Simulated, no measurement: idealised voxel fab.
The process module presented herein is designated voxel self aligned contacts.
cross-section cut | 285 nm wide | cells 5 nm
Cross-section format: a grid of square cells, given as bands from top to bottom; each band is one or more rows of cells.
Top height, bottom height, nm. Materials left to right, width each, nm. Single material + "edge to edge" = fills band edge to edge. "air" = empty.
Zero point of the height axis is 0; under it, received wafer = one material. Lowest band: continues down indefinitely, "0 -> down".
A two-number width, for instance "30->40", indicates that the width is equal to the first number in the top row of the band and to the second number in the bottom row, and that it changes by a constant amount per row of cells.
Key: "nothing got changed" - step with no changed cell in the cross-section.
If an empty space has no open way to the top and is at least 8 cells in size, "Closed void list" lists it, written width x height at distance, where distance is measured from the left edge and every value is in nm.
Formally, on a step line, whatever follows the settings is a remark that the simulator itself makes on the step.
overlay nm: for a step with a mask, the amount by which the mask lay right of where it was planned; a negative amount means left of it.

THE PLANNED PROCESS STEPS ARE ENUMERATED HEREUNDER
- 1: RECEIVE,material Si
- 2: OXIDIZE,depth nm 5
- 3: DIRECTIONAL_DEP,material polySi,thk nm 20
- 4: DIRECTIONAL_DEP,material SiN,thk nm 20
- 5: PATTERN,tone cover,mask id GATE,material resist,width nm 20,pitch nm 65,thk nm 20,overlay nm 0
- 6: DIRECTIONAL_ETCH,etch materials SiN,depth nm 20
- 7: DIRECTIONAL_ETCH,etch materials polySi,depth nm 20
- 8: STRIP,etch materials resist
- 9: CONFORMAL_DEP,material SiN,thk nm 10
- 10: DIRECTIONAL_ETCH,etch materials SiN,depth nm 10
- 11: FILL_DEP,material SiO2,thk nm 15
- 12: CMP,height nm 50
- 13: MASKED_ETCH,tone open,mask id CONTACT,width nm 45,etch materials SiO2,depth nm 55,overlay nm 0
- 14: CONFORMAL_DEP,material TiN,thk nm 5
- 15: FILL_DEP,material W,thk nm 10
- 16: CMP,height nm 50
- 17: CONFORMAL_DEP,material SiN,thk nm 5
What sets these wafers apart? The width nm at step 5. They all start alike, and the plan carries the first wafer's value.

SO THIS IS THE FIRST OF SEVERAL WAFERS, CROSS-SECTIONED AS IT CAME TO US, MEANING IT'S AT THE END OF STEP 1
	0 -> down | Si edge to edge
	Closed void list: none

HERE'S THE FIRST OF SEVERAL WAFERS IN CROSS-SECTION, END OF THE MODULE, AFTER THE LAST STEP, STEP 17
	55 -> 50 | SiN edge to edge
	50 -> 40 | 120 SiO2, then 5->15 TiN, then 35->15 W, then 5->15 TiN, then 120 SiO2
	40 -> 20 | 90 SiO2, then 40 SiN, then 5 TiN, then 15 W, then 5 TiN, then 40 SiN, then 90 SiO2
	20 -> 0 | 90 SiO2, then 10 SiN, then 20 polySi, then 10 SiN, then 5 TiN, then 15 W, then 5 TiN, then 10 SiN, then 20 polySi, then 10 SiN, then 90 SiO2
	0 -> -5 | 130 SiO2, then 25 TiN, then 130 SiO2
	-5 -> down | Si edge to edge
	Closed void list: none

END OF MODULE, LAST WAFER SECTIONED
	55 -> 50 | SiN edge to edge
	50 -> 45 | 120 SiO2, then 5 TiN, then 35 W, then 5 TiN, then 120 SiO2
	45 -> 40 | 120 SiO2, then 45 TiN, then 120 SiO2
	40 -> 20 | 80 SiO2, then 130 SiN, then 75 SiO2
	20 -> 0 | 80 SiO2, then 10 SiN, then 45 polySi, then 20 SiN, then 45 polySi, then 10 SiN, then 75 SiO2
	0 -> -5 | SiO2 edge to edge
	-5 -> down | Si edge to edge
	Closed void list: none

THE ROWS OF THE TABLE BELOW ARE WAFERS. LOOKING AT THE END OF THE MODULE, A ROW COUNTS, FOR EVERY MATERIAL, THE CELLS THE WAFER HAS GAINED, SHOWN AS (+), OR LOST, SHOWN AS (-), SINCE IT WAS RECEIVED; ITS CLOSED VOIDS COME NEXT
width nm 20 | -57 Si | +153 SiN | +436 SiO2 | +29 TiN | +34 W | +32 polySi | Closed void list: none
width nm 25 | -57 Si | +161 SiN | +429 SiO2 | +29 TiN | +25 W | +40 polySi | Closed void list: none
width nm 30 | -57 Si | +169 SiN | +422 SiO2 | +29 TiN | +16 W | +48 polySi | Closed void list: none
width nm 35 | -57 Si | +177 SiN | +415 SiO2 | +29 TiN | +7 W | +56 polySi | Closed void list: none
width nm 40 | -57 Si | +185 SiN | +408 SiO2 | +20 TiN | +7 W | +64 polySi | Closed void list: none
width nm 45 | -57 Si | +193 SiN | +401 SiO2 | +11 TiN | +7 W | +72 polySi | Closed void list: none
